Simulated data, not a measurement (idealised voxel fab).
The following process module bears the name voxel wiring stack.
We display cut, a cross-section 235 nm in width whose square cells are each 5 nm.
Cross-sections here: square-cell grids, written as top-down lists of bands, a band being one or more rows of cells.
First you get the band's top height and its bottom height, in nm, and then the materials it's made of, left to right, with each width in nm. If you see a single material with "everywhere", that one covers the band edge to edge. "empty" is empty space.
Height is counted from the level 0, under which the received wafer is composed throughout of one material. The lowest of the bands is not closed at the bottom but continues downward, in the notation "z 0 and below".
The expression "30 to 40" gives the width at the extremes of the band, the first number at its top row of cells and the second at its bottom row, with the width changing by equal amounts from each row to the next in between.
The cross-section has no changed cell in any step marked "changes: none".
Heads up: "Cavities, closed" only lists the empty pockets with no open path to the top that are 8 cells or more, and it writes them as width x height at distance, distance from the left edge, in nm.
after a step's settings: what the simulator itself notes on the step
When a step includes a mask, the "overlay nm" setting on its line states how far to the right of its planned place that mask lay, and negative values state how far to the left.
The following list gives the planned process steps:
1) op RECEIVE | material Si
2) op CONFORMAL_DEP | material SiO2 | thk nm 10
3) op CONFORMAL_DEP | material SiN | thk nm 5
4) op DIRECTIONAL_DEP | material lowk | thk nm 20
5) op DIRECTIONAL_DEP | material aC | thk nm 10
6) op PATTERN | tone open | mask id METAL_1 | material resist | width nm 20 | pitch nm 45 | thk nm 30 | overlay nm 0
7) op DIRECTIONAL_ETCH | etch materials aC | depth nm 10
8) op STRIP | etch materials resist
9) op DIRECTIONAL_ETCH | etch materials lowk | depth nm 20
10) op DIRECTIONAL_ETCH | etch materials SiN | depth nm 5
11) op STRIP | etch materials aC
12) op CONFORMAL_DEP | material TiN | thk nm 5
13) op FILL_DEP | material Ru | thk nm 5
14) op CMP | height nm 35
15) op CONFORMAL_DEP | material SiCN | thk nm 5
16) op DIRECTIONAL_DEP | material lowk | thk nm 35
17) op MASKED_ETCH | tone open | mask id METAL_2_HOLES | width nm 15 | pitch nm 45 | etch materials lowk | depth nm 35 | overlay nm 0
18) op DIRECTIONAL_DEP | material aC | thk nm 10
19) op PATTERN | tone open | mask id METAL_2 | material resist | width nm 20 | pitch nm 45 | thk nm 25 | overlay nm 0
20) op DIRECTIONAL_ETCH | etch materials aC | depth nm 10
21) op STRIP | etch materials resist
22) op DIRECTIONAL_ETCH | etch materials lowk | depth nm 20
23) op DIRECTIONAL_ETCH | etch materials SiCN | depth nm 5
24) op STRIP | etch materials aC
25) op CONFORMAL_DEP | material TiN | thk nm 5
26) op FILL_DEP | material Ru | thk nm 5
27) op CMP | height nm 75
28) op CONFORMAL_DEP | material SiCN | thk nm 5
This is the cross-section of the wafer as we received it, i.e. after step 1:
  z 0 and below | Si everywhere
  Cavities, closed: none
Below is the wafer in cross-section after the module was completed. It began from the starting point shown above and followed the plan shown above, except that one mistake was made while running it:
  z 80 to 75 | SiCN everywhere
  z 75 to 60 | lowk: 85, then TiN: 5, then Ru: 10, then TiN: 5, then lowk: 25, then TiN: 5, then Ru: 10, then TiN: 5, then lowk: 85
  z 60 to 55 | lowk: 85, then TiN: 5, then Ru: 5, then TiN: 10, then lowk: 25, then TiN: 5, then Ru: 5, then TiN: 10, then lowk: 85
  z 55 to 40 | lowk: 85, then TiN: 5, then Ru: 5, then TiN: 5, then lowk: 30, then TiN: 5, then Ru: 5, then TiN: 5, then lowk: 90
  z 40 to 35 | SiCN: 85, then TiN: 15, then SiCN: 30, then TiN: 15, then SiCN: 90
  z 35 to 15 | lowk: 80, then TiN: 5, then Ru: 20, then TiN: 5, then lowk: 15, then TiN: 5, then Ru: 20, then TiN: 5, then lowk: 80
  z 15 to 10 | SiN: 80, then TiN: 30, then SiN: 15, then TiN: 30, then SiN: 80
  z 10 to 0 | SiO2 everywhere
  z 0 and below | Si everywhere
  Cavities, closed: none
The plan and the run diverged here: heads up, step 6 didn't go per plan, it actually ran as op PATTERN | tone open | mask id METAL_1 | material resist | width nm 30 | pitch nm 45 | thk nm 30 | overlay nm 0
